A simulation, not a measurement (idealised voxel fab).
Title: Process Module voxel transistor to metal
Xsec cut, 300 nm wide, square cell size 5 nm.
In what follows, cross-sections appear as grids of square cells, described through bands that run from the top down, where every band is one or more rows of cells. For a band, the entry starts with two heights in nm, that of the top and then that of the bottom, and carries on with the band's materials in order from left to right, each alongside its width in nm; the word "edge to edge" beside a single material means it fills the band edge to edge, and "empty" means empty space. Heights are measured from 0, the level below which the as-received wafer is all one material; the lowest band has no bottom and continues downward, written as in "from 0 down". Top row gets the first number, bottom row gets the second, and each row in between changes by the same step: that is how a band width like "30..40" works. Step note "no modifications" = no cross-section cell changed. Each empty space that has no open way to the top and spans at least 8 cells appears under "Enclosed void catalog" as width x height at distance, the distance counted from the left edge, all in nm. Anything after a step's settings on that line? It's the simulator's own note about the step. A step's line can hold "overlay nm"; with a mask on that step, the setting says how far right of the planned place the mask lay, while a negative setting says it lay to the left.

### Process steps (planned)
1) RECEIVE: material Si
2) OXIDIZE: depth nm 5
3) CONFORMAL_DEP: material SiN, thk nm 10
4) PATTERN: tone cover, mask id ACTIVE, material resist, width nm 110, pitch nm 140, thk nm 20, overlay nm 0
5) DIRECTIONAL_ETCH: etch materials SiN, depth nm 10
6) DIRECTIONAL_ETCH: etch materials SiO2, depth nm 5
7) DIRECTIONAL_ETCH: etch materials Si, depth nm 20
8) STRIP: etch materials resist
9) FILL_DEP: material SiO2, thk nm 10
10) CMP: height nm 10
11) SELECTIVE_ETCH: etch materials SiO2, depth nm 5
12) STRIP: etch materials SiN
13) SELECTIVE_ETCH: etch materials SiO2, depth nm 5
14) OXIDIZE: depth nm 5
15) DIRECTIONAL_DEP: material polySi, thk nm 25
16) DIRECTIONAL_DEP: material SiCN, thk nm 10
17) MASKED_ETCH: tone cover, mask id GATE, width nm 20, pitch nm 140, etch materials SiCN, depth nm 20, overlay nm 0
18) MASKED_ETCH: tone cover, mask id GATE, width nm 20, pitch nm 140, etch materials polySi, depth nm 35, overlay nm 0
19) CONFORMAL_DEP: material SiN, thk nm 5
20) DIRECTIONAL_ETCH: etch materials SiN, depth nm 5
21) DIRECTIONAL_ETCH: etch materials SiO2, depth nm 5
22) DIRECTIONAL_ETCH: etch materials Si, depth nm 15
23) EPI: material SiGe, thk nm 15
24) FILL_DEP: material SiO2, thk nm 5
25) CMP: height nm 30
26) DIRECTIONAL_DEP: material SiO2, thk nm 15
27) MASKED_ETCH: tone open, mask id CONTACT, width nm 35, etch materials SiO2, depth nm 55, overlay nm 0
28) CONFORMAL_DEP: material TiN, thk nm 5
29) FILL_DEP: material W, thk nm 5
30) CMP: height nm 45
31) CONFORMAL_DEP: material SiN, thk nm 5
32) DIRECTIONAL_DEP: material lowk, thk nm 25
33) MASKED_ETCH: tone open, mask id METAL_1, width nm 20, etch materials lowk, depth nm 25, overlay nm 0
34) MASKED_ETCH: tone open, mask id METAL_1, width nm 20, etch materials SiN, depth nm 5, overlay nm 0
35) CONFORMAL_DEP: material TiN, thk nm 5
36) FILL_DEP: material Ru, thk nm 5
37) CMP: height nm 75
38) EPI: material Ru, thk nm 5
39) FILL_DEP: material SiCN, thk nm 5
40) DIRECTIONAL_DEP: material SiO2, thk nm 35
41) DIRECTIONAL_DEP: material aC, thk nm 10
42) PATTERN: tone open, mask id METAL_2, material resist, width nm 20, pitch nm 140, thk nm 30, overlay nm 0
43) DIRECTIONAL_ETCH: etch materials aC, depth nm 10
44) STRIP: etch materials resist
45) DIRECTIONAL_ETCH: etch materials SiO2, depth nm 20
46) STRIP: etch materials aC
47) PATTERN: tone open, mask id METAL_2_HOLES, material resist, width nm 15, pitch nm 140, thk nm 20, overlay nm 0
48) DIRECTIONAL_ETCH: etch materials SiO2, depth nm 15
49) DIRECTIONAL_ETCH: etch materials SiCN, depth nm 5
50) STRIP: etch materials resist
51) CONFORMAL_DEP: material TiN, thk nm 5
52) FILL_DEP: material Ru, thk nm 5
53) CMP: height nm 120
54) CONFORMAL_DEP: material SiCN, thk nm 5

### As received (post step 1): cross-section
from 0 down = Si edge to edge
Enclosed void catalog: none

### Here's the wafer cut in cross-section after the module, started and planned just like above, except one thing was done wrong in the run
from 125 to 120 = SiCN edge to edge
from 120 to 115 = Ru 20 / TiN 15 / Ru 10 / TiN 15 / Ru 40 / TiN 40 / Ru 20 / TiN 15 / Ru 10 / TiN 15 / Ru 40 / TiN 40 / Ru 20
from 115 to 110 = TiN 25 / SiO2 5 / TiN 5 / Ru 10 / TiN 5 / SiO2 5 / TiN 50 / SiO2 30 / TiN 30 / SiO2 5 / TiN 5 / Ru 10 / TiN 5 / SiO2 5 / TiN 50 / SiO2 30 / TiN 25
from 110 to 100 = SiO2 30 / TiN 5 / Ru 10 / TiN 5 / SiO2 120 / TiN 5 / Ru 10 / TiN 5 / SiO2 110
from 100 to 95 = SiO2 30 / TiN 5 / Ru 5 / TiN 10 / SiO2 120 / TiN 5 / Ru 5 / TiN 10 / SiO2 110
from 95 to 85 = SiO2 30 / TiN 5 / Ru 5 / TiN 5 / SiO2 125 / TiN 5 / Ru 5 / TiN 5 / SiO2 115
from 85 to 80 = SiO2 30 / TiN 15 / SiO2 125 / TiN 15 / SiO2 115
from 80 to 75 = SiO2 25 / Ru 30 / SiO2 50 / Ru 30 / SiO2 30 / Ru 30 / SiO2 50 / Ru 30 / SiO2 25
from 75 to 50 = lowk 30 / TiN 5 / Ru 10 / TiN 5 / lowk 60 / TiN 5 / Ru 10 / TiN 5 / lowk 40 / TiN 5 / Ru 10 / TiN 5 / lowk 60 / TiN 5 / Ru 10 / TiN 5 / lowk 30
from 50 to 45 = SiN 30 / TiN 20 / SiN 60 / TiN 20 / SiN 40 / TiN 20 / SiN 60 / TiN 20 / SiN 30
from 45 to 30 = SiO2 30 / TiN 5 / W 25 / TiN 5 / SiO2 30 / TiN 5 / W 25 / TiN 5 / SiO2 40 / TiN 5 / W 25 / TiN 5 / SiO2 30 / TiN 5 / W 25 / TiN 5 / SiO2 30
from 30 to 20 = SiO2 30 / TiN 5 / W 25 / TiN 5 / SiN 5 / SiCN 20 / SiN 5 / TiN 5 / W 25 / TiN 5 / SiO2 40 / TiN 5 / W 25 / TiN 5 / SiN 5 / SiCN 20 / SiN 5 / TiN 5 / W 25 / TiN 5 / SiO2 30
from 20 to 10 = SiO2 30 / TiN 5 / W 25 / TiN 5 / SiN 5 / polySi 20 / SiN 5 / TiN 5 / W 25 / TiN 5 / SiO2 40 / TiN 5 / W 25 / TiN 5 / SiN 5 / polySi 20 / SiN 5 / TiN 5 / W 25 / TiN 5 / SiO2 30
from 10 to 5 = SiO2 30 / TiN 5 / W 10 / TiN 20 / SiN 5 / polySi 20 / SiN 5 / TiN 20 / W 10 / TiN 5 / SiO2 40 / TiN 5 / W 10 / TiN 20 / SiN 5 / polySi 20 / SiN 5 / TiN 20 / W 10 / TiN 5 / SiO2 30
from 5 to 0 = SiO2 30 / TiN 5 / W 10 / TiN 5 / SiGe 15 / SiN 5 / polySi 20 / SiN 5 / SiGe 15 / TiN 5 / W 10 / TiN 5 / SiO2 40 / TiN 5 / W 10 / TiN 5 / SiGe 15 / SiN 5 / polySi 20 / SiN 5 / SiGe 15 / TiN 5 / W 10 / TiN 5 / SiO2 30
from 0 to -5 = SiO2 20 / SiN 5 / SiO2 5 / TiN 5 / W 10 / TiN 5 / SiGe 15 / SiN 5 / polySi 20 / SiN 5 / SiGe 15 / TiN 5 / W 10 / TiN 5 / SiO2 5 / SiN 5 / SiO2 20 / SiN 5 / SiO2 5 / TiN 5 / W 10 / TiN 5 / SiGe 15 / SiN 5 / polySi 20 / SiN 5 / SiGe 15 / TiN 5 / W 10 / TiN 5 / SiO2 5 / SiN 5 / SiO2 20
from -5 to -10 = SiO2 30 / TiN 20 / SiGe 15 / SiO2 30 / SiGe 15 / TiN 20 / SiO2 40 / TiN 20 / SiGe 15 / SiO2 30 / SiGe 15 / TiN 20 / SiO2 30
from -10 to -25 = SiO2 25 / SiGe 40 / Si 30 / SiGe 40 / SiO2 30 / SiGe 40 / Si 30 / SiGe 40 / SiO2 25
from -25 down = Si edge to edge
Enclosed void catalog: none
What was done differently from what was planned? no execution of plan step 39; skipped
